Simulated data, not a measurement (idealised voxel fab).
process module | voxel wiring stack
This is section cut - it's 210 nm across, gridded in 5 nm square cells.
In what follows, cross-sections appear as grids of square cells, described through bands that run from the top down, where every band is one or more rows of cells. Band: top and bottom heights (nm) first, top before bottom; then materials from left to right, widths in nm. "throughout" marks a sole material filling the band edge to edge. "air" denotes empty space. Convention: height 0 is the level below which the wafer, as received, is all one material. The lowest band does not terminate at the bottom but continues downward, represented as "top 0, no bottom". When a width is written as two numbers, as in "30 to 40", the first number is the width in the top row of cells of the band and the second is the width in its bottom row, and the width changes by the same amount from each row to the next. The cross-section has no changed cell in any step marked "all unchanged". "Closed void table": sealed empty spaces, 8 cells or more, no open way to top, listed width x height at distance, with distance from the left edge and width, height and distance in nm. Note: text after step settings on the step line = simulator remark on that step. When a step includes a mask, the "overlay nm" setting on its line states how far to the right of its planned place that mask lay, and negative values state how far to the left.

[The following list gives the planned process steps]
1,RECEIVE (material Si)
2,CONFORMAL_DEP (material SiO2; thk nm 15)
3,DIRECTIONAL_DEP (material TiN; thk nm 5)
4,DIRECTIONAL_DEP (material Ru; thk nm 20)
5,MASKED_ETCH (tone cover; mask id METAL_1; width nm 30; pitch nm 60; etch materials Ru; depth nm 20; overlay nm 0)
6,MASKED_ETCH (tone cover; mask id METAL_1; width nm 30; pitch nm 60; etch materials TiN; depth nm 5; overlay nm 0)
7,CONFORMAL_DEP (material SiCN; thk nm 5)
8,FILL_DEP (material SiO2; thk nm 5)
9,CMP (height nm 40)
10,CONFORMAL_DEP (material SiCN; thk nm 5)
11,DIRECTIONAL_DEP (material SiO2; thk nm 10)
12,MASKED_ETCH (tone open; mask id PLUG_1; width nm 15; etch materials SiO2; depth nm 10; overlay nm 0)
13,MASKED_ETCH (tone open; mask id PLUG_1; width nm 15; etch materials SiCN; depth nm 5; overlay nm 0)
14,EPI (material Ru; thk nm 10)
15,EPI (material Ru; thk nm 5)
16,CONFORMAL_DEP (material SiN; thk nm 5)
17,DIRECTIONAL_DEP (material lowk; thk nm 20)
18,MASKED_ETCH (tone open; mask id METAL_2; width nm 30; pitch nm 60; etch materials lowk; depth nm 20; overlay nm 0)
19,MASKED_ETCH (tone open; mask id METAL_2; width nm 30; pitch nm 60; etch materials SiN; depth nm 5; overlay nm 0)
20,CONFORMAL_DEP (material TiN; thk nm 5)
21,FILL_DEP (material Cu; thk nm 10)
22,CMP (height nm 80)
23,EPI (material Ru; thk nm 5)
24,FILL_DEP (material SiCN; thk nm 5)

[First of two wafers, with the run carried out as planned]

[as received, after step 1]
	top 0, no bottom: Si throughout
	Closed void table: none

[The following cross-section depicts the wafer upon completion of step 2]
	top 15, bottom 0: SiO2 throughout
	Below a height of 0, the structure has not been altered.

[The following cross-section depicts the wafer upon completion of step 3]
	top 20, bottom 15: TiN throughout
	Below a height of 15, the structure has not been altered.

[The following cross-section depicts the wafer upon completion of step 4]
	top 40, bottom 20: Ru throughout
	Below a height of 20, the structure has not been altered.

[The following cross-section depicts the wafer upon completion of step 5]
	top 40, bottom 20: air 60 nm | Ru 30 nm | air 30 nm | Ru 30 nm | air 60 nm
	Below a height of 20, the structure has not been altered.

[The following cross-section depicts the wafer upon completion of step 6]
	top 40, bottom 20: air 60 nm | Ru 30 nm | air 30 nm | Ru 30 nm | air 60 nm
	top 20, bottom 15: air 60 nm | TiN 30 nm | air 30 nm | TiN 30 nm | air 60 nm
	Below a height of 15, the structure has not been altered.

[The following cross-section depicts the wafer upon completion of step 7]
	top 45, bottom 40: air 55 nm | SiCN 40 nm | air 20 nm | SiCN 40 nm | air 55 nm
	top 40, bottom 20: air 55 nm | SiCN 5 nm | Ru 30 nm | SiCN 5 nm | air 20 nm | SiCN 5 nm | Ru 30 nm | SiCN 5 nm | air 55 nm
	top 20, bottom 15: SiCN 60 nm | TiN 30 nm | SiCN 30 nm | TiN 30 nm | SiCN 60 nm
	Below a height of 15, the structure has not been altered.

[The following cross-section depicts the wafer upon completion of step 8]
	top 50, bottom 45: SiO2 throughout
	top 45, bottom 40: SiO2 55 nm | SiCN 40 nm | SiO2 20 nm | SiCN 40 nm | SiO2 55 nm
	top 40, bottom 20: SiO2 55 nm | SiCN 5 nm | Ru 30 nm | SiCN 5 nm | SiO2 20 nm | SiCN 5 nm | Ru 30 nm | SiCN 5 nm | SiO2 55 nm
	Below a height of 20, the structure has not been altered.

[The following cross-section depicts the wafer upon completion of step 9]
	top 40, bottom 20: SiO2 55 nm | SiCN 5 nm | Ru 30 nm | SiCN 5 nm | SiO2 20 nm | SiCN 5 nm | Ru 30 nm | SiCN 5 nm | SiO2 55 nm
	Below a height of 20, the structure has not been altered.

[The following cross-section depicts the wafer upon completion of step 10]
	top 45, bottom 40: SiCN throughout
	Below a height of 40, the structure has not been altered.

[The following cross-section depicts the wafer upon completion of step 11]
	top 55, bottom 45: SiO2 throughout
	Below a height of 45, the structure has not been altered.

[The following cross-section depicts the wafer upon completion of step 12]
	top 55, bottom 45: SiO2 60 nm | air 15 nm | SiO2 135 nm
	Below a height of 45, the structure has not been altered.

[The following cross-section depicts the wafer upon completion of step 13]
	top 55, bottom 45: SiO2 60 nm | air 15 nm | SiO2 135 nm
	top 45, bottom 40: SiCN 60 nm | air 15 nm | SiCN 135 nm
	Below a height of 40, the structure has not been altered.

[The following cross-section depicts the wafer upon completion of step 14]
	top 55, bottom 50: SiO2 60 nm | air 15 nm | SiO2 135 nm
	top 50, bottom 45: SiO2 60 nm | Ru 15 nm | SiO2 135 nm
	top 45, bottom 40: SiCN 60 nm | Ru 15 nm | SiCN 135 nm
	Below a height of 40, the structure has not been altered.

[The following cross-section depicts the wafer upon completion of step 15]
	top 55, bottom 45: SiO2 60 nm | Ru 15 nm | SiO2 135 nm
	Below a height of 45, the structure has not been altered.

[The following cross-section depicts the wafer upon completion of step 16]
	top 60, bottom 55: SiN throughout
	Below a height of 55, the structure has not been altered.

[The following cross-section depicts the wafer upon completion of step 17]
	top 80, bottom 60: lowk throughout
	Below a height of 60, the structure has not been altered.

[The following cross-section depicts the wafer upon completion of step 18]
	top 80, bottom 60: lowk 60 nm | air 30 nm | lowk 30 nm | air 30 nm | lowk 60 nm
	Below a height of 60, the structure has not been altered.

[The following cross-section depicts the wafer upon completion of step 19]
	top 80, bottom 60: lowk 60 nm | air 30 nm | lowk 30 nm | air 30 nm | lowk 60 nm
	top 60, bottom 55: SiN 60 nm | air 30 nm | SiN 30 nm | air 30 nm | SiN 60 nm
	Below a height of 55, the structure has not been altered.

[The following cross-section depicts the wafer upon completion of step 20]
	top 85, bottom 80: TiN 65 nm | air 20 nm | TiN 40 nm | air 20 nm | TiN 65 nm
	top 80, bottom 60: lowk 60 nm | TiN 5 nm | air 20 nm | TiN 5 nm | lowk 30 nm | TiN 5 nm | air 20 nm | TiN 5 nm | lowk 60 nm
	top 60, bottom 55: SiN 60 nm | TiN 30 nm | SiN 30 nm | TiN 30 nm | SiN 60 nm
	Below a height of 55, the structure has not been altered.

[The following cross-section depicts the wafer upon completion of step 21]
	top 95, bottom 85: Cu throughout
	top 85, bottom 80: TiN 65 nm | Cu 20 nm | TiN 40 nm | Cu 20 nm | TiN 65 nm
	top 80, bottom 60: lowk 60 nm | TiN 5 nm | Cu 20 nm | TiN 5 nm | lowk 30 nm | TiN 5 nm | Cu 20 nm | TiN 5 nm | lowk 60 nm
	Below a height of 60, the structure has not been altered.

[The following cross-section depicts the wafer upon completion of step 22]
	top 80, bottom 60: lowk 60 nm | TiN 5 nm | Cu 20 nm | TiN 5 nm | lowk 30 nm | TiN 5 nm | Cu 20 nm | TiN 5 nm | lowk 60 nm
	Below a height of 60, the structure has not been altered.

[The following cross-section depicts the wafer upon completion of step 23]
	top 85, bottom 80: air 55 nm | Ru 40 nm | air 20 nm | Ru 40 nm | air 55 nm
	Below a height of 80, the structure has not been altered.

[The following cross-section depicts the wafer upon completion of step 24]
	top 90, bottom 85: SiCN throughout
	top 85, bottom 80: SiCN 55 nm | Ru 40 nm | SiCN 20 nm | Ru 40 nm | SiCN 55 nm
	Below a height of 80, the structure has not been altered.

[The second wafer: identical to the first at the outset and in its planned sequence, differing only in that one mistake was made during processing; up to and including step 2, its path is the first wafer's path]

Cross-section: second wafer, time at which step 3 was scheduled to end: all unchanged

[Cross-section: second wafer, time at which step 4 was scheduled to end]
	top 35, bottom 15: Ru throughout
	Below a height of 15, the structure has not been altered.

[Cross-section: second wafer, time at which step 5 was scheduled to end]
	top 35, bottom 15: air 60 nm | Ru 30 nm | air 30 nm | Ru 30 nm | air 60 nm
	Below a height of 15, the structure has not been altered.

Cross-section: second wafer, time at which step 6 was scheduled to end: all unchanged

[Cross-section: second wafer, time at which step 7 was scheduled to end]
	top 40, bottom 35: air 55 nm | SiCN 40 nm | air 20 nm | SiCN 40 nm | air 55 nm
	top 35, bottom 20: air 55 nm | SiCN 5 nm | Ru 30 nm | SiCN 5 nm | air 20 nm | SiCN 5 nm | Ru 30 nm | SiCN 5 nm | air 55 nm
	top 20, bottom 15: SiCN 60 nm | Ru 30 nm | SiCN 30 nm | Ru 30 nm | SiCN 60 nm
	Below a height of 15, the structure has not been altered.

[Cross-section: second wafer, time at which step 8 was scheduled to end]
	top 45, bottom 40: SiO2 throughout
	top 40, bottom 35: SiO2 55 nm | SiCN 40 nm | SiO2 20 nm | SiCN 40 nm | SiO2 55 nm
	top 35, bottom 20: SiO2 55 nm | SiCN 5 nm | Ru 30 nm | SiCN 5 nm | SiO2 20 nm | SiCN 5 nm | Ru 30 nm | SiCN 5 nm | SiO2 55 nm
	Below a height of 20, the structure has not been altered.

[Cross-section: second wafer, time at which step 9 was scheduled to end]
	top 40, bottom 35: SiO2 55 nm | SiCN 40 nm | SiO2 20 nm | SiCN 40 nm | SiO2 55 nm
	Below a height of 35, the structure has not been altered.

[Cross-section: second wafer, time at which step 10 was scheduled to end]
	top 45, bottom 40: SiCN throughout
	Below a height of 40, the structure has not been altered.

[Cross-section: second wafer, time at which step 11 was scheduled to end]
	top 55, bottom 45: SiO2 throughout
	Below a height of 45, the structure has not been altered.

[Cross-section: second wafer, time at which step 12 was scheduled to end]
	top 55, bottom 45: SiO2 60 nm | air 15 nm | SiO2 135 nm
	Below a height of 45, the structure has not been altered.

[Cross-section: second wafer, time at which step 13 was scheduled to end]
	top 55, bottom 45: SiO2 60 nm | air 15 nm | SiO2 135 nm
	top 45, bottom 40: SiCN 60 nm | air 15 nm | SiCN 135 nm
	Below a height of 40, the structure has not been altered.

Cross-section: second wafer, time at which step 14 was scheduled to end: all unchanged

Cross-section: second wafer, time at which step 15 was scheduled to end: all unchanged

[Cross-section: second wafer, time at which step 16 was scheduled to end]
	top 60, bottom 55: SiN 65 nm | air 5 nm | SiN 140 nm
	top 55, bottom 45: SiO2 60 nm | SiN 5 nm | air 5 nm | SiN 5 nm | SiO2 135 nm
	top 45, bottom 40: SiCN 60 nm | SiN 15 nm | SiCN 135 nm
	Below a height of 40, the structure has not been altered.

[Cross-section: second wafer, time at which step 17 was scheduled to end]
	top 80, bottom 65: lowk 65 nm | air 5 nm | lowk 140 nm
	top 65, bottom 60: lowk throughout
	top 60, bottom 55: SiN 65 nm | lowk 5 nm | SiN 140 nm
	top 55, bottom 45: SiO2 60 nm | SiN 5 nm | lowk 5 nm | SiN 5 nm | SiO2 135 nm
	Below a height of 45, the structure has not been altered.

[Cross-section: second wafer, time at which step 18 was scheduled to end]
	top 80, bottom 60: lowk 60 nm | air 30 nm | lowk 30 nm | air 30 nm | lowk 60 nm
	top 60, bottom 55: SiN 65 nm | air 5 nm | SiN 140 nm
	top 55, bottom 45: SiO2 60 nm | SiN 5 nm | air 5 nm | SiN 5 nm | SiO2 135 nm
	Below a height of 45, the structure has not been altered.

[Cross-section: second wafer, time at which step 19 was scheduled to end]
	top 80, bottom 60: lowk 60 nm | air 30 nm | lowk 30 nm | air 30 nm | lowk 60 nm
	top 60, bottom 55: SiN 60 nm | air 30 nm | SiN 30 nm | air 30 nm | SiN 60 nm
	top 55, bottom 45: SiO2 60 nm | SiN 5 nm | air 5 nm | SiN 5 nm | SiO2 135 nm
	top 45, bottom 40: SiCN 60 nm | SiN 5 nm | air 5 nm | SiN 5 nm | SiCN 135 nm
	Below a height of 40, the structure has not been altered.

[Cross-section: second wafer, time at which step 20 was scheduled to end]
	top 85, bottom 80: TiN 65 nm | air 20 nm | TiN 40 nm | air 20 nm | TiN 65 nm
	top 80, bottom 60: lowk 60 nm | TiN 5 nm | air 20 nm | TiN 5 nm | lowk 30 nm | TiN 5 nm | air 20 nm | TiN 5 nm | lowk 60 nm
	top 60, bottom 55: SiN 60 nm | TiN 30 nm | SiN 30 nm | TiN 30 nm | SiN 60 nm
	top 55, bottom 45: SiO2 60 nm | SiN 5 nm | TiN 5 nm | SiN 5 nm | SiO2 135 nm
	top 45, bottom 40: SiCN 60 nm | SiN 5 nm | TiN 5 nm | SiN 5 nm | SiCN 135 nm
	Below a height of 40, the structure has not been altered.

[Cross-section: second wafer, time at which step 21 was scheduled to end]
	top 95, bottom 85: Cu throughout
	top 85, bottom 80: TiN 65 nm | Cu 20 nm | TiN 40 nm | Cu 20 nm | TiN 65 nm
	top 80, bottom 60: lowk 60 nm | TiN 5 nm | Cu 20 nm | TiN 5 nm | lowk 30 nm | TiN 5 nm | Cu 20 nm | TiN 5 nm | lowk 60 nm
	Below a height of 60, the structure has not been altered.

[Cross-section: second wafer, time at which step 22 was scheduled to end]
	top 80, bottom 60: lowk 60 nm | TiN 5 nm | Cu 20 nm | TiN 5 nm | lowk 30 nm | TiN 5 nm | Cu 20 nm | TiN 5 nm | lowk 60 nm
	Below a height of 60, the structure has not been altered.

[Cross-section: second wafer, time at which step 23 was scheduled to end]
	top 85, bottom 80: air 55 nm | Ru 40 nm | air 20 nm | Ru 40 nm | air 55 nm
	Below a height of 80, the structure has not been altered.

[Cross-section: second wafer, time at which step 24 was scheduled to end]
	top 90, bottom 85: SiCN throughout
	top 85, bottom 80: SiCN 55 nm | Ru 40 nm | SiCN 20 nm | Ru 40 nm | SiCN 55 nm
	Below a height of 80, the structure has not been altered.
What was done differently from what was planned? step 3 in the plan did not get run; it was skipped
End of process, cell counts, second wafer against first, materials with more or fewer: -9 Ru, +12 SiCN, +6 SiN, -9 TiN
